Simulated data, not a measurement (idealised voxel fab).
process module | voxel air gaps
cross-section cut | 210 nm wide | cells 5 nm
A cross-section is a grid of square cells, given in bands from the top down. A band is one or more rows of cells.
Each band's line starts with the height of the band's top and of its bottom, in nm. Then come its materials from left to right, each with its width in nm. One material with "throughout" fills the band from edge to edge. "air" is empty space.
Height 0 is the level under which the wafer as received is all one material. The lowest band goes on downwards, as in "0 down".
A width such as "30 to 40" changes by the same amount from each row of cells to the next, from the band's top row to its bottom row.
"no change" after a step means that no cell of the cross-section changed.
closed voids: empty space of 8 cells or more with no open way to the top, each as width x height at its distance from the left edge, in nm
after a step's settings: what the simulator itself notes on the step
overlay nm, on a step with a mask: how far to the right of its planned place the mask lay; to the left if negative
plan
1 op RECEIVE | material Si
2 op CONFORMAL_DEP | material SiO2 | thk nm 10
3 op CONFORMAL_DEP | material SiN | thk nm 5
4 op DIRECTIONAL_DEP | material SiO2 | thk nm 35
5 op MASKED_ETCH | tone open | mask id LINES | width nm 15 | pitch nm 40 | etch materials SiO2 | depth nm 35 | overlay nm 0
6 op CONFORMAL_DEP | material TiN | thk nm 5
7 op FILL_DEP | material Cu | thk nm 5
8 op CMP | height nm 50
9 op EPI | material Ru | thk nm 10
10 op SELECTIVE_ETCH | etch materials SiO2 | depth nm 45
11 op CONFORMAL_DEP | material SiCN | thk nm 5
as received, after step 1
  0 down: Si throughout
  closed voids: none
a wafer at the end: this start, this plan, one mistake
  55 to 50: SiCN throughout
  50 to 45: SiN throughout
  45 to 0: SiO2 throughout
  0 down: Si throughout
  closed voids: none
what went wrong: steps 3 and 4 were swapped
